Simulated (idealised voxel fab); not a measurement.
process module | voxel self aligned contacts
cross-section cut | 185 nm wide | cells 5 nm
A cross-section is a grid of square cells, given in bands from the top down. A band is one or more rows of cells.
Each band's line starts with the height of the band's top and of its bottom, in nm. Then come its materials from left to right, each with its width in nm. One material with "throughout" fills the band from edge to edge. "air" is empty space.
Height 0 is the level under which the wafer as received is all one material. The lowest band goes on downwards, as in "0 down".
A width such as "30 to 40" changes by the same amount from each row of cells to the next, from the band's top row to its bottom row.
"no change" after a step means that no cell of the cross-section changed.
closed voids: empty space of 8 cells or more with no open way to the top, each as width x height at its distance from the left edge, in nm
after a step's settings: what the simulator itself notes on the step
overlay nm, on a step with a mask: how far to the right of its planned place the mask lay; to the left if negative
plan
1 op RECEIVE | material Si
2 op CONFORMAL_DEP | material SiO2 | thk nm 5
3 op DIRECTIONAL_DEP | material polySi | thk nm 30
4 op DIRECTIONAL_DEP | material SiN | thk nm 20
5 op PATTERN | tone cover | mask id GATE | material resist | width nm 25 | pitch nm 60 | thk nm 20 | overlay nm 0
6 op DIRECTIONAL_ETCH | etch materials SiN | depth nm 20
7 op DIRECTIONAL_ETCH | etch materials polySi | depth nm 30
8 op STRIP | etch materials resist
9 op CONFORMAL_DEP | material SiN | thk nm 10
10 op DIRECTIONAL_ETCH | etch materials SiN | depth nm 10
11 op FILL_DEP | material SiO2 | thk nm 20
12 op CMP | height nm 65
13 op PATTERN | tone open | mask id CONTACT | material resist | width nm 45 | thk nm 15 | overlay nm 0
14 op DIRECTIONAL_ETCH | etch materials SiO2 | depth nm 65
15 op STRIP | etch materials resist
16 op CONFORMAL_DEP | material TiN | thk nm 5
17 op FILL_DEP | material W | thk nm 5
18 op CMP | height nm 65
19 op CONFORMAL_DEP | material SiCN | thk nm 5
first wafer, as planned
as received, after step 1
  0 down: Si throughout
  closed voids: none
after step 2
  5 to 0: SiO2 throughout
  below 0: unchanged
after step 3
  35 to 5: polySi throughout
  below 5: unchanged
after step 4
  55 to 35: SiN throughout
  below 35: unchanged
after step 5
  75 to 55: air 50 | resist 25 | air 35 | resist 25 | air 50
  below 55: unchanged
after step 6
  75 to 55: air 50 | resist 25 | air 35 | resist 25 | air 50
  55 to 35: air 50 | SiN 25 | air 35 | SiN 25 | air 50
  below 35: unchanged
after step 7
  75 to 55: air 50 | resist 25 | air 35 | resist 25 | air 50
  55 to 35: air 50 | SiN 25 | air 35 | SiN 25 | air 50
  35 to 5: air 50 | polySi 25 | air 35 | polySi 25 | air 50
  below 5: unchanged
after step 8
  55 to 35: air 50 | SiN 25 | air 35 | SiN 25 | air 50
  below 35: unchanged
after step 9
  65 to 35: air 40 | SiN 45 | air 15 | SiN 45 | air 40
  35 to 15: air 40 | SiN 10 | polySi 25 | SiN 10 | air 15 | SiN 10 | polySi 25 | SiN 10 | air 40
  15 to 5: SiN 50 | polySi 25 | SiN 35 | polySi 25 | SiN 50
  below 5: unchanged
after step 10
  55 to 35: air 40 | SiN 45 | air 15 | SiN 45 | air 40
  35 to 5: air 40 | SiN 10 | polySi 25 | SiN 10 | air 15 | SiN 10 | polySi 25 | SiN 10 | air 40
  below 5: unchanged
after step 11
  75 to 55: SiO2 throughout
  55 to 35: SiO2 40 | SiN 45 | SiO2 15 | SiN 45 | SiO2 40
  35 to 5: SiO2 40 | SiN 10 | polySi 25 | SiN 10 | SiO2 15 | SiN 10 | polySi 25 | SiN 10 | SiO2 40
  below 5: unchanged
after step 12
  65 to 55: SiO2 throughout
  below 55: unchanged
after step 13
  80 to 65: resist 70 | air 45 | resist 70
  below 65: unchanged
after step 14
  80 to 65: resist 70 | air 45 | resist 70
  65 to 55: SiO2 70 | air 45 | SiO2 70
  55 to 35: SiO2 40 | SiN 45 | air 15 | SiN 45 | SiO2 40
  35 to 5: SiO2 40 | SiN 10 | polySi 25 | SiN 10 | air 15 | SiN 10 | polySi 25 | SiN 10 | SiO2 40
  5 to 0: SiO2 85 | air 15 | SiO2 85
  below 0: unchanged
after step 15
  65 to 55: SiO2 70 | air 45 | SiO2 70
  below 55: unchanged
after step 16
  70 to 65: TiN 75 | air 35 | TiN 75
  65 to 55: SiO2 70 | TiN 5 to 20 | air 35 to 5 | TiN 5 to 20 | SiO2 70
  55 to 35: SiO2 40 | SiN 45 | TiN 5 | air 5 | TiN 5 | SiN 45 | SiO2 40
  35 to 5: SiO2 40 | SiN 10 | polySi 25 | SiN 10 | TiN 5 | air 5 | TiN 5 | SiN 10 | polySi 25 | SiN 10 | SiO2 40
  5 to 0: SiO2 85 | TiN 15 | SiO2 85
  below 0: unchanged
after step 17
  75 to 70: W throughout
  70 to 65: TiN 75 | W 35 | TiN 75
  65 to 55: SiO2 70 | TiN 5 to 20 | W 35 to 5 | TiN 5 to 20 | SiO2 70
  55 to 35: SiO2 40 | SiN 45 | TiN 5 | W 5 | TiN 5 | SiN 45 | SiO2 40
  35 to 5: SiO2 40 | SiN 10 | polySi 25 | SiN 10 | TiN 5 | W 5 | TiN 5 | SiN 10 | polySi 25 | SiN 10 | SiO2 40
  below 5: unchanged
after step 18
  65 to 55: SiO2 70 | TiN 5 to 20 | W 35 to 5 | TiN 5 to 20 | SiO2 70
  below 55: unchanged
after step 19
  70 to 65: SiCN throughout
  below 65: unchanged
second wafer: like start, like plan, one mistake. Through step 12 it matches the first wafer
when step 13 should have ended
  80 to 65: resist 75 | air 35 | resist 75
  below 65: unchanged
when step 14 should have ended
  80 to 65: resist 75 | air 35 | resist 75
  65 to 55: SiO2 75 | air 35 | SiO2 75
  55 to 35: SiO2 40 | SiN 45 | air 15 | SiN 45 | SiO2 40
  35 to 5: SiO2 40 | SiN 10 | polySi 25 | SiN 10 | air 15 | SiN 10 | polySi 25 | SiN 10 | SiO2 40
  5 to 0: SiO2 85 | air 15 | SiO2 85
  below 0: unchanged
when step 15 should have ended
  65 to 55: SiO2 75 | air 35 | SiO2 75
  below 55: unchanged
when step 16 should have ended
  70 to 65: TiN 80 | air 25 | TiN 80
  65 to 55: SiO2 75 | TiN 5 to 15 | air 25 to 5 | TiN 5 to 15 | SiO2 75
  55 to 35: SiO2 40 | SiN 45 | TiN 5 | air 5 | TiN 5 | SiN 45 | SiO2 40
  35 to 5: SiO2 40 | SiN 10 | polySi 25 | SiN 10 | TiN 5 | air 5 | TiN 5 | SiN 10 | polySi 25 | SiN 10 | SiO2 40
  5 to 0: SiO2 85 | TiN 15 | SiO2 85
  below 0: unchanged
when step 17 should have ended
  75 to 70: W throughout
  70 to 65: TiN 80 | W 25 | TiN 80
  65 to 55: SiO2 75 | TiN 5 to 15 | W 25 to 5 | TiN 5 to 15 | SiO2 75
  55 to 35: SiO2 40 | SiN 45 | TiN 5 | W 5 | TiN 5 | SiN 45 | SiO2 40
  35 to 5: SiO2 40 | SiN 10 | polySi 25 | SiN 10 | TiN 5 | W 5 | TiN 5 | SiN 10 | polySi 25 | SiN 10 | SiO2 40
  below 5: unchanged
when step 18 should have ended
  65 to 55: SiO2 75 | TiN 5 to 15 | W 25 to 5 | TiN 5 to 15 | SiO2 75
  below 55: unchanged
when step 19 should have ended
  70 to 65: SiCN throughout
  below 65: unchanged
what went wrong: step 13 ran as: op PATTERN | tone open | mask id CONTACT | material resist | width nm 35 | thk nm 15 | overlay nm 0
at the end the second wafer has, in cells: 4 more of SiO2 | 2 fewer of TiN | 2 fewer of W
